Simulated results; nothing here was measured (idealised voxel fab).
The document below concerns the process module designated voxel transistor to metal.
The width of the displayed cross-section, cut, is 165 nm; its cells are square, with a size of 5 nm.
How to read a cross-section here: the picture is a grid of square cells, written as bands going from the top down, and any band can span one or more rows of cells. What a band's entry tells you: where the top is and where the bottom is, as heights in nm, and after that what lies inside, material by material from left to right, each with its width in nm. Empty space is written as the word "air", and a single material marked with the word "all across" occupies the band from edge to edge. It should be noted that heights are counted from 0, beneath which the wafer as supplied is of one material throughout, and that the lowest band possesses no lower boundary but continues downward, as written in "top 0, no bottom". Note: "30 to 40" means the width goes from the first number (top row of the band) to the second number (bottom row) in equal steps per row of cells. No cell of the cross-section changed in a step that is given as "everything unchanged". Reported under the label "Enclosed internal voids" are the empty spaces having no open way to the top and comprising 8 cells or more; the notation for each is width x height at distance, in which the distance is measured from the left edge and all three values are in nm. Formally, on a step line, whatever follows the settings is a remark that the simulator itself makes on the step. A step's line can hold "overlay nm"; with a mask on that step, the setting says how far right of the planned place the mask lay, while a negative setting says it lay to the left.

# This section lists the process steps that were planned
1 RECEIVE with material Si
2 OXIDIZE with depth nm 5
3 CONFORMAL_DEP with material SiN, thk nm 10
4 MASKED_ETCH with tone cover, mask id ACTIVE, width nm 110, etch materials SiN, depth nm 10, overlay nm 0
5 MASKED_ETCH with tone cover, mask id ACTIVE, width nm 110, etch materials SiO2, depth nm 5, overlay nm 0
6 MASKED_ETCH with tone cover, mask id ACTIVE, width nm 110, etch materials Si, depth nm 25, overlay nm 0
7 OXIDIZE with depth nm 5
8 FILL_DEP with material SiO2, thk nm 15
9 CMP with height nm 10
10 SELECTIVE_ETCH with etch materials SiO2, depth nm 5
11 STRIP with etch materials SiN
12 SELECTIVE_ETCH with etch materials SiO2, depth nm 5
13 OXIDIZE with depth nm 5
14 DIRECTIONAL_DEP with material polySi, thk nm 30
15 DIRECTIONAL_DEP with material SiCN, thk nm 15
16 PATTERN with tone cover, mask id GATE, material resist, width nm 30, thk nm 15, overlay nm 0
17 DIRECTIONAL_ETCH with etch materials SiCN, depth nm 25
18 DIRECTIONAL_ETCH with etch materials polySi, depth nm 40
19 STRIP with etch materials resist
20 CONFORMAL_DEP with material SiO2, thk nm 5
21 DIRECTIONAL_ETCH with etch materials SiO2, depth nm 5
22 CONFORMAL_DEP with material SiN, thk nm 10
23 DIRECTIONAL_ETCH with etch materials SiN, depth nm 10
24 DIRECTIONAL_ETCH with etch materials SiO2, depth nm 5
25 DIRECTIONAL_ETCH with etch materials Si, depth nm 5
26 EPI with material pSi, thk nm 10
27 FILL_DEP with material SiO2, thk nm 10
28 CMP with height nm 25
29 STRIP with etch materials polySi
30 SELECTIVE_ETCH with etch materials SiO2, depth nm 5
31 CONFORMAL_DEP with material HfO2, thk nm 5
32 CONFORMAL_DEP with material TiN, thk nm 5
33 FILL_DEP with material W, thk nm 5
34 CMP with height nm 20
35 DIRECTIONAL_DEP with material SiO2, thk nm 10
36 PATTERN with tone open, mask id CONTACT, material resist, width nm 15, pitch nm 75, thk nm 20, overlay nm 0
37 DIRECTIONAL_ETCH with etch materials SiO2, depth nm 30
38 STRIP with etch materials resist
39 CONFORMAL_DEP with material TiN, thk nm 5
40 FILL_DEP with material Ru, thk nm 10
41 CMP with height nm 30
42 DIRECTIONAL_DEP with material TiN, thk nm 5
43 DIRECTIONAL_DEP with material W, thk nm 15
44 PATTERN with tone cover, mask id METAL_1, material resist, width nm 15, pitch nm 75, thk nm 20, overlay nm 0
45 DIRECTIONAL_ETCH with etch materials W, depth nm 15
46 DIRECTIONAL_ETCH with etch materials TiN, depth nm 5
47 STRIP with etch materials resist
48 FILL_DEP with material lowk, thk nm 5
49 CMP with height nm 50
50 CONFORMAL_DEP with material SiCN, thk nm 5

# First wafer of two (run as planned)

# Wafer as received: cross-section following step 1
- top 0, no bottom  Si all across
- Enclosed internal voids: none

# Wafer xsec, post step 2
- top 0, bottom -5  SiO2 all across
- Unchanged below -5.

# Wafer xsec, post step 3
- top 10, bottom 0  SiN all across
- Unchanged below 0.

# Wafer xsec, post step 4
- top 10, bottom 0  air=25  SiN=110  air=30
- Unchanged below 0.

# Wafer xsec, post step 5
- top 10, bottom 0  air=25  SiN=110  air=30
- top 0, bottom -5  air=25  SiO2=110  air=30
- Unchanged below -5.

# Wafer xsec, post step 6
- top 10, bottom 0  air=25  SiN=110  air=30
- top 0, bottom -5  air=25  SiO2=110  air=30
- top -5, bottom -30  air=25  Si=110  air=30
- Unchanged below -30.

# Wafer xsec, post step 7
- top 10, bottom 0  air=25  SiN=110  air=30
- top 0, bottom -5  air=25  SiO2=110  air=30
- top -5, bottom -30  air=25  SiO2=5  Si=100  SiO2=5  air=30
- top -30, bottom -35  SiO2=30  Si=100  SiO2=35
- Unchanged below -35.

# Wafer xsec, post step 8
- top 25, bottom 10  SiO2 all across
- top 10, bottom 0  SiO2=25  SiN=110  SiO2=30
- top 0, bottom -5  SiO2 all across
- top -5, bottom -35  SiO2=30  Si=100  SiO2=35
- Unchanged below -35.

# Wafer xsec, post step 9
- top 10, bottom 0  SiO2=25  SiN=110  SiO2=30
- Unchanged below 0.

# Wafer xsec, post step 10
- top 10, bottom 5  air=25  SiN=110  air=30
- Unchanged below 5.

# Wafer xsec, post step 11
- top 5, bottom 0  SiO2=25  air=110  SiO2=30
- Unchanged below 0.

# Wafer xsec, post step 12
- top 0, bottom -5  SiO2=20  air=120  SiO2=25
- Unchanged below -5.

# Wafer xsec, post step 13
- top 0, bottom -5  SiO2=20  air=120  SiO2=25
- top -5, bottom -10  SiO2 all across
- Unchanged below -10.

# Wafer xsec, post step 14
- top 30, bottom 25  polySi=20  air=120  polySi=25
- top 25, bottom 0  polySi all across
- top 0, bottom -5  SiO2=20  polySi=120  SiO2=25
- Unchanged below -5.

# Wafer xsec, post step 15
- top 45, bottom 40  SiCN=20  air=120  SiCN=25
- top 40, bottom 30  SiCN all across
- top 30, bottom 25  polySi=20  SiCN=120  polySi=25
- Unchanged below 25.

# Wafer xsec, post step 16
- top 60, bottom 45  air=65  resist=30  air=70
- top 45, bottom 40  SiCN=20  air=45  resist=30  air=45  SiCN=25
- Unchanged below 40.

# Wafer xsec, post step 17
- top 60, bottom 40  air=65  resist=30  air=70
- top 40, bottom 30  air=65  SiCN=30  air=70
- top 30, bottom 25  polySi=20  air=45  SiCN=30  air=45  polySi=25
- Unchanged below 25.

# Wafer xsec, post step 18
- top 60, bottom 40  air=65  resist=30  air=70
- top 40, bottom 25  air=65  SiCN=30  air=70
- top 25, bottom 0  air=65  polySi=30  air=70
- top 0, bottom -5  SiO2=20  air=45  polySi=30  air=45  SiO2=25
- Unchanged below -5.

# Wafer xsec, post step 19
- top 40, bottom 25  air=65  SiCN=30  air=70
- Unchanged below 25.

# Wafer xsec, post step 20
- top 45, bottom 40  air=60  SiO2=40  air=65
- top 40, bottom 25  air=60  SiO2=5  SiCN=30  SiO2=5  air=65
- top 25, bottom 5  air=60  SiO2=5  polySi=30  SiO2=5  air=65
- top 5, bottom 0  SiO2=25  air=35  SiO2=5  polySi=30  SiO2=5  air=35  SiO2=30
- top 0, bottom -5  SiO2=65  polySi=30  SiO2=70
- Unchanged below -5.

# Wafer xsec, post step 21
- top 40, bottom 25  air=60  SiO2=5  SiCN=30  SiO2=5  air=65
- top 25, bottom 0  air=60  SiO2=5  polySi=30  SiO2=5  air=65
- top 0, bottom -5  SiO2=25  air=35  SiO2=5  polySi=30  SiO2=5  air=35  SiO2=30
- Unchanged below -5.

# Wafer xsec, post step 22
- top 50, bottom 40  air=50  SiN=60  air=55
- top 40, bottom 25  air=50  SiN=10  SiO2=5  SiCN=30  SiO2=5  SiN=10  air=55
- top 25, bottom 10  air=50  SiN=10  SiO2=5  polySi=30  SiO2=5  SiN=10  air=55
- top 10, bottom 5  SiN=35  air=15  SiN=10  SiO2=5  polySi=30  SiO2=5  SiN=10  air=15  SiN=40
- top 5, bottom 0  SiN=60  SiO2=5  polySi=30  SiO2=5  SiN=65
- top 0, bottom -5  SiO2=25  SiN=35  SiO2=5  polySi=30  SiO2=5  SiN=35  SiO2=30
- Unchanged below -5.

# Wafer xsec, post step 23
- top 40, bottom 25  air=50  SiN=10  SiO2=5  SiCN=30  SiO2=5  SiN=10  air=55
- top 25, bottom 0  air=50  SiN=10  SiO2=5  polySi=30  SiO2=5  SiN=10  air=55
- top 0, bottom -5  SiO2=25  SiN=10  air=15  SiN=10  SiO2=5  polySi=30  SiO2=5  SiN=10  air=15  SiN=10  SiO2=30
- Unchanged below -5.

# Wafer xsec, post step 24
- top 40, bottom 35  air=50  SiN=10  air=5  SiCN=30  air=5  SiN=10  air=55
- top 35, bottom 25  air=50  SiN=10  SiO2=5  SiCN=30  SiO2=5  SiN=10  air=55
- top 25, bottom 0  air=50  SiN=10  SiO2=5  polySi=30  SiO2=5  SiN=10  air=55
- top 0, bottom -5  air=25  SiN=10  air=15  SiN=10  SiO2=5  polySi=30  SiO2=5  SiN=10  air=15  SiN=10  air=30
- top -5, bottom -10  SiO2=35  air=15  SiO2=60  air=15  SiO2=40
- Unchanged below -10.

# Wafer xsec, post step 25
- top 40, bottom 35  air=50  SiN=10  air=5  SiCN=30  air=5  SiN=10  air=55
- top 35, bottom 25  air=50  SiN=10  SiO2=5  SiCN=30  SiO2=5  SiN=10  air=55
- top 25, bottom 0  air=50  SiN=10  SiO2=5  polySi=30  SiO2=5  SiN=10  air=55
- top 0, bottom -5  air=25  SiN=10  air=15  SiN=10  SiO2=5  polySi=30  SiO2=5  SiN=10  air=15  SiN=10  air=30
- top -5, bottom -10  SiO2=35  air=15  SiO2=60  air=15  SiO2=40
- top -10, bottom -15  SiO2=30  Si=5  air=15  Si=60  air=15  Si=5  SiO2=35
- Unchanged below -15.

# Wafer xsec, post step 26
- top 40, bottom 35  air=50  SiN=10  air=5  SiCN=30  air=5  SiN=10  air=55
- top 35, bottom 25  air=50  SiN=10  SiO2=5  SiCN=30  SiO2=5  SiN=10  air=55
- top 25, bottom 0  air=50  SiN=10  SiO2=5  polySi=30  SiO2=5  SiN=10  air=55
- top 0, bottom -5  air=25  SiN=10  pSi=15  SiN=10  SiO2=5  polySi=30  SiO2=5  SiN=10  pSi=15  SiN=10  air=30
- top -5, bottom -10  SiO2=35  pSi=15  SiO2=60  pSi=15  SiO2=40
- top -10, bottom -15  SiO2=30  Si=5  pSi=15  Si=60  pSi=15  Si=5  SiO2=35
- Unchanged below -15.

# Wafer xsec, post step 27
- top 50, bottom 40  SiO2 all across
- top 40, bottom 25  SiO2=50  SiN=10  SiO2=5  SiCN=30  SiO2=5  SiN=10  SiO2=55
- top 25, bottom 0  SiO2=50  SiN=10  SiO2=5  polySi=30  SiO2=5  SiN=10  SiO2=55
- top 0, bottom -5  SiO2=25  SiN=10  pSi=15  SiN=10  SiO2=5  polySi=30  SiO2=5  SiN=10  pSi=15  SiN=10  SiO2=30
- Unchanged below -5.

# Wafer xsec, post step 28
- top 25, bottom 0  SiO2=50  SiN=10  SiO2=5  polySi=30  SiO2=5  SiN=10  SiO2=55
- Unchanged below 0.

# Wafer xsec, post step 29
- top 25, bottom 0  SiO2=50  SiN=10  SiO2=5  air=30  SiO2=5  SiN=10  SiO2=55
- top 0, bottom -5  SiO2=25  SiN=10  pSi=15  SiN=10  SiO2=5  air=30  SiO2=5  SiN=10  pSi=15  SiN=10  SiO2=30
- Unchanged below -5.

# Wafer xsec, post step 30
- top 25, bottom 20  air=50  SiN=10  air=40  SiN=10  air=55
- top 20, bottom 0  SiO2=50  SiN=10  air=40  SiN=10  SiO2=55
- top 0, bottom -5  SiO2=25  SiN=10  pSi=15  SiN=10  air=40  SiN=10  pSi=15  SiN=10  SiO2=30
- top -5, bottom -10  SiO2=35  pSi=15  SiO2=10  air=40  SiO2=10  pSi=15  SiO2=40
- Unchanged below -10.

# Wafer xsec, post step 31
- top 30, bottom 25  air=45  HfO2=20  air=30  HfO2=20  air=50
- top 25, bottom 20  HfO2=50  SiN=10  HfO2=5  air=30  HfO2=5  SiN=10  HfO2=55
- top 20, bottom 0  SiO2=50  SiN=10  HfO2=5  air=30  HfO2=5  SiN=10  SiO2=55
- top 0, bottom -5  SiO2=25  SiN=10  pSi=15  SiN=10  HfO2=5  air=30  HfO2=5  SiN=10  pSi=15  SiN=10  SiO2=30
- top -5, bottom -10  SiO2=35  pSi=15  SiO2=10  HfO2=40  SiO2=10  pSi=15  SiO2=40
- Unchanged below -10.

# Wafer xsec, post step 32
- top 35, bottom 30  air=40  TiN=30  air=20  TiN=30  air=45
- top 30, bottom 25  TiN=45  HfO2=20  TiN=5  air=20  TiN=5  HfO2=20  TiN=50
- top 25, bottom 20  HfO2=50  SiN=10  HfO2=5  TiN=5  air=20  TiN=5  HfO2=5  SiN=10  HfO2=55
- top 20, bottom 0  SiO2=50  SiN=10  HfO2=5  TiN=5  air=20  TiN=5  HfO2=5  SiN=10  SiO2=55
- top 0, bottom -5  SiO2=25  SiN=10  pSi=15  SiN=10  HfO2=5  TiN=30  HfO2=5  SiN=10  pSi=15  SiN=10  SiO2=30
- Unchanged below -5.

# Wafer xsec, post step 33
- top 40, bottom 35  W all across
- top 35, bottom 30  W=40  TiN=30  W=20  TiN=30  W=45
- top 30, bottom 25  TiN=45  HfO2=20  TiN=5  W=20  TiN=5  HfO2=20  TiN=50
- top 25, bottom 20  HfO2=50  SiN=10  HfO2=5  TiN=5  W=20  TiN=5  HfO2=5  SiN=10  HfO2=55
- top 20, bottom 0  SiO2=50  SiN=10  HfO2=5  TiN=5  W=20  TiN=5  HfO2=5  SiN=10  SiO2=55
- Unchanged below 0.

# Wafer xsec, post step 34
- top 20, bottom 0  SiO2=50  SiN=10  HfO2=5  TiN=5  W=20  TiN=5  HfO2=5  SiN=10  SiO2=55
- Unchanged below 0.

# Wafer xsec, post step 35
- top 30, bottom 20  SiO2 all across
- Unchanged below 20.

# Wafer xsec, post step 36
- top 50, bottom 30  resist=35  air=15  resist=60  air=15  resist=40
- Unchanged below 30.

# Wafer xsec, post step 37
- top 50, bottom 30  resist=35  air=15  resist=60  air=15  resist=40
- top 30, bottom 20  SiO2=35  air=15  SiO2=60  air=15  SiO2=40
- top 20, bottom 0  SiO2=35  air=15  SiN=10  HfO2=5  TiN=5  W=20  TiN=5  HfO2=5  SiN=10  air=15  SiO2=40
- Unchanged below 0.

# Wafer xsec, post step 38
- top 30, bottom 20  SiO2=35  air=15  SiO2=60  air=15  SiO2=40
- Unchanged below 20.

# Wafer xsec, post step 39
- top 35, bottom 30  TiN=40  air=5  TiN=70  air=5  TiN=45
- top 30, bottom 20  SiO2=35  TiN=5  air=5  TiN=5  SiO2=60  TiN=5  air=5  TiN=5  SiO2=40
- top 20, bottom 5  SiO2=35  TiN=5  air=5  TiN=5  SiN=10  HfO2=5  TiN=5  W=20  TiN=5  HfO2=5  SiN=10  TiN=5  air=5  TiN=5  SiO2=40
- top 5, bottom 0  SiO2=35  TiN=15  SiN=10  HfO2=5  TiN=5  W=20  TiN=5  HfO2=5  SiN=10  TiN=15  SiO2=40
- Unchanged below 0.

# Wafer xsec, post step 40
- top 45, bottom 35  Ru all across
- top 35, bottom 30  TiN=40  Ru=5  TiN=70  Ru=5  TiN=45
- top 30, bottom 20  SiO2=35  TiN=5  Ru=5  TiN=5  SiO2=60  TiN=5  Ru=5  TiN=5  SiO2=40
- top 20, bottom 5  SiO2=35  TiN=5  Ru=5  TiN=5  SiN=10  HfO2=5  TiN=5  W=20  TiN=5  HfO2=5  SiN=10  TiN=5  Ru=5  TiN=5  SiO2=40
- Unchanged below 5.

# Wafer xsec, post step 41
- top 30, bottom 20  SiO2=35  TiN=5  Ru=5  TiN=5  SiO2=60  TiN=5  Ru=5  TiN=5  SiO2=40
- Unchanged below 20.

# Wafer xsec, post step 42
- top 35, bottom 30  TiN all across
- Unchanged below 30.

# Wafer xsec, post step 43
- top 50, bottom 35  W all across
- Unchanged below 35.

# Wafer xsec, post step 44
- top 70, bottom 50  air=35  resist=15  air=60  resist=15  air=40
- Unchanged below 50.

# Wafer xsec, post step 45
- top 70, bottom 50  air=35  resist=15  air=60  resist=15  air=40
- top 50, bottom 35  air=35  W=15  air=60  W=15  air=40
- Unchanged below 35.

# Wafer xsec, post step 46
- top 70, bottom 50  air=35  resist=15  air=60  resist=15  air=40
- top 50, bottom 35  air=35  W=15  air=60  W=15  air=40
- top 35, bottom 30  air=35  TiN=15  air=60  TiN=15  air=40
- Unchanged below 30.

# Wafer xsec, post step 47
- top 50, bottom 35  air=35  W=15  air=60  W=15  air=40
- Unchanged below 35.

# Wafer xsec, post step 48
- top 55, bottom 50  lowk all across
- top 50, bottom 35  lowk=35  W=15  lowk=60  W=15  lowk=40
- top 35, bottom 30  lowk=35  TiN=15  lowk=60  TiN=15  lowk=40
- Unchanged below 30.

# Wafer xsec, post step 49
- top 50, bottom 35  lowk=35  W=15  lowk=60  W=15  lowk=40
- Unchanged below 35.

# Wafer xsec, post step 50
- top 55, bottom 50  SiCN all across
- Unchanged below 50.

# It is to be noted that the second wafer proceeded from the same initial state and according to the same plan as the first, although one mistake was committed in its execution; through step 31, inclusive, the two wafers share an identical history

# X-section, second wafer, when step 32 was due to finish
- top 35, bottom 30  air=40  Ru=30  air=20  Ru=30  air=45
- top 30, bottom 25  Ru=45  HfO2=20  Ru=5  air=20  Ru=5  HfO2=20  Ru=50
- top 25, bottom 20  HfO2=50  SiN=10  HfO2=5  Ru=5  air=20  Ru=5  HfO2=5  SiN=10  HfO2=55
- top 20, bottom 0  SiO2=50  SiN=10  HfO2=5  Ru=5  air=20  Ru=5  HfO2=5  SiN=10  SiO2=55
- top 0, bottom -5  SiO2=25  SiN=10  pSi=15  SiN=10  HfO2=5  Ru=30  HfO2=5  SiN=10  pSi=15  SiN=10  SiO2=30
- Unchanged below -5.

# X-section, second wafer, when step 33 was due to finish
- top 40, bottom 35  W all across
- top 35, bottom 30  W=40  Ru=30  W=20  Ru=30  W=45
- top 30, bottom 25  Ru=45  HfO2=20  Ru=5  W=20  Ru=5  HfO2=20  Ru=50
- top 25, bottom 20  HfO2=50  SiN=10  HfO2=5  Ru=5  W=20  Ru=5  HfO2=5  SiN=10  HfO2=55
- top 20, bottom 0  SiO2=50  SiN=10  HfO2=5  Ru=5  W=20  Ru=5  HfO2=5  SiN=10  SiO2=55
- Unchanged below 0.

# X-section, second wafer, when step 34 was due to finish
- top 20, bottom 0  SiO2=50  SiN=10  HfO2=5  Ru=5  W=20  Ru=5  HfO2=5  SiN=10  SiO2=55
- Unchanged below 0.

# X-section, second wafer, when step 35 was due to finish
- top 30, bottom 20  SiO2 all across
- Unchanged below 20.

# X-section, second wafer, when step 36 was due to finish
- top 50, bottom 30  resist=35  air=15  resist=60  air=15  resist=40
- Unchanged below 30.

# X-section, second wafer, when step 37 was due to finish
- top 50, bottom 30  resist=35  air=15  resist=60  air=15  resist=40
- top 30, bottom 20  SiO2=35  air=15  SiO2=60  air=15  SiO2=40
- top 20, bottom 0  SiO2=35  air=15  SiN=10  HfO2=5  Ru=5  W=20  Ru=5  HfO2=5  SiN=10  air=15  SiO2=40
- Unchanged below 0.

# X-section, second wafer, when step 38 was due to finish
- top 30, bottom 20  SiO2=35  air=15  SiO2=60  air=15  SiO2=40
- Unchanged below 20.

# X-section, second wafer, when step 39 was due to finish
- top 35, bottom 30  TiN=40  air=5  TiN=70  air=5  TiN=45
- top 30, bottom 20  SiO2=35  TiN=5  air=5  TiN=5  SiO2=60  TiN=5  air=5  TiN=5  SiO2=40
- top 20, bottom 5  SiO2=35  TiN=5  air=5  TiN=5  SiN=10  HfO2=5  Ru=5  W=20  Ru=5  HfO2=5  SiN=10  TiN=5  air=5  TiN=5  SiO2=40
- top 5, bottom 0  SiO2=35  TiN=15  SiN=10  HfO2=5  Ru=5  W=20  Ru=5  HfO2=5  SiN=10  TiN=15  SiO2=40
- Unchanged below 0.

# X-section, second wafer, when step 40 was due to finish
- top 45, bottom 35  Ru all across
- top 35, bottom 30  TiN=40  Ru=5  TiN=70  Ru=5  TiN=45
- top 30, bottom 20  SiO2=35  TiN=5  Ru=5  TiN=5  SiO2=60  TiN=5  Ru=5  TiN=5  SiO2=40
- top 20, bottom 5  SiO2=35  TiN=5  Ru=5  TiN=5  SiN=10  HfO2=5  Ru=5  W=20  Ru=5  HfO2=5  SiN=10  TiN=5  Ru=5  TiN=5  SiO2=40
- Unchanged below 5.

# X-section, second wafer, when step 41 was due to finish
- top 30, bottom 20  SiO2=35  TiN=5  Ru=5  TiN=5  SiO2=60  TiN=5  Ru=5  TiN=5  SiO2=40
- Unchanged below 20.

# X-section, second wafer, when step 42 was due to finish
- top 35, bottom 30  TiN all across
- Unchanged below 30.

# X-section, second wafer, when step 43 was due to finish
- top 50, bottom 35  W all across
- Unchanged below 35.

# X-section, second wafer, when step 44 was due to finish
- top 70, bottom 50  air=35  resist=15  air=60  resist=15  air=40
- Unchanged below 50.

# X-section, second wafer, when step 45 was due to finish
- top 70, bottom 50  air=35  resist=15  air=60  resist=15  air=40
- top 50, bottom 35  air=35  W=15  air=60  W=15  air=40
- Unchanged below 35.

# X-section, second wafer, when step 46 was due to finish
- top 70, bottom 50  air=35  resist=15  air=60  resist=15  air=40
- top 50, bottom 35  air=35  W=15  air=60  W=15  air=40
- top 35, bottom 30  air=35  TiN=15  air=60  TiN=15  air=40
- Unchanged below 30.

# X-section, second wafer, when step 47 was due to finish
- top 50, bottom 35  air=35  W=15  air=60  W=15  air=40
- Unchanged below 35.

# X-section, second wafer, when step 48 was due to finish
- top 55, bottom 50  lowk all across
- top 50, bottom 35  lowk=35  W=15  lowk=60  W=15  lowk=40
- top 35, bottom 30  lowk=35  TiN=15  lowk=60  TiN=15  lowk=40
- Unchanged below 30.

# X-section, second wafer, when step 49 was due to finish
- top 50, bottom 35  lowk=35  W=15  lowk=60  W=15  lowk=40
- Unchanged below 35.

# X-section, second wafer, when step 50 was due to finish
- top 55, bottom 50  SiCN all across
- Unchanged below 50.
Run error: step 32 deviated from plan and actually ran as CONFORMAL_DEP with material Ru, thk nm 5
The final cell counts differ between the wafers, with the second having more or fewer of some materials than the first: Ru +14, TiN -14
